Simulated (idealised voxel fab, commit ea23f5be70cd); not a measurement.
process module | voxel self aligned contacts
cross-section cut | 225 nm wide | cells 5 nm
A cross-section is a grid of square cells, given in bands from the top down. A band is one or more rows of cells.
Each band's line starts with the height of the band's top and of its bottom, in nm. Then come its materials from left to right, each with its width in nm. One material with "throughout" fills the band from edge to edge. "air" is empty space.
Height 0 is the level under which the wafer as received is all one material. The lowest band goes on downwards, as in "0 down".
A width such as "30 to 40" changes by the same amount from each row of cells to the next, from the band's top row to its bottom row.
"no change" after a step means that no cell of the cross-section changed.
closed voids: empty space of 8 cells or more with no open way to the top, each as width x height at its distance from the left edge, in nm
after a step's settings: what the simulator itself notes on the step
overlay nm, on a step with a mask: how far to the right of its planned place the mask lay; to the left if negative
plan
1 op RECEIVE | material Si
2 op OXIDIZE | depth nm 5
3 op DIRECTIONAL_DEP | material polySi | thk nm 30
4 op DIRECTIONAL_DEP | material SiN | thk nm 25
5 op MASKED_ETCH | tone cover | mask id GATE | width nm 30 | pitch nm 75 | etch materials SiN | depth nm 25 | overlay nm 0
6 op MASKED_ETCH | tone cover | mask id GATE | width nm 30 | pitch nm 75 | etch materials polySi | depth nm 30 | overlay nm 0
7 op CONFORMAL_DEP | material SiN | thk nm 10
8 op DIRECTIONAL_ETCH | etch materials SiN | depth nm 10
9 op FILL_DEP | material SiO2 | thk nm 10
10 op CMP | height nm 60
11 op PATTERN | tone open | mask id CONTACT | material resist | width nm 55 | pitch nm 75 | thk nm 15 | overlay nm 0
12 op DIRECTIONAL_ETCH | etch materials SiO2 | depth nm 65
13 op STRIP | etch materials resist
14 op CONFORMAL_DEP | material TiN | thk nm 5
15 op FILL_DEP | material Ru | thk nm 5
16 op CMP | height nm 60
17 op CONFORMAL_DEP | material SiCN | thk nm 5
as received, after step 1
  0 down: Si throughout
  closed voids: none
a wafer at the end: this start, this plan, one mistake
  65 to 60: SiCN throughout
  60 to 55: SiO2 45 | TiN 20 | Ru 15 | TiN 20 | SiO2 20 | TiN 20 | Ru 15 | TiN 20 | SiO2 50
  55 to 30: SiO2 10 | SiN 10 | polySi 30 | SiN 10 | TiN 5 | Ru 15 | TiN 5 | SiN 10 | polySi 30 | SiN 10 | TiN 5 | Ru 15 | TiN 5 | SiN 10 | polySi 30 | SiN 10 | SiO2 15
  30 to 25: SiO2 10 | SiN 10 | polySi 30 | SiN 10 | TiN 25 | SiN 10 | polySi 30 | SiN 10 | TiN 25 | SiN 10 | polySi 30 | SiN 10 | SiO2 15
  25 to 0: SiN throughout
  0 to -5: SiO2 throughout
  -5 down: Si throughout
  closed voids: none
what went wrong: steps 3 and 4 were swapped
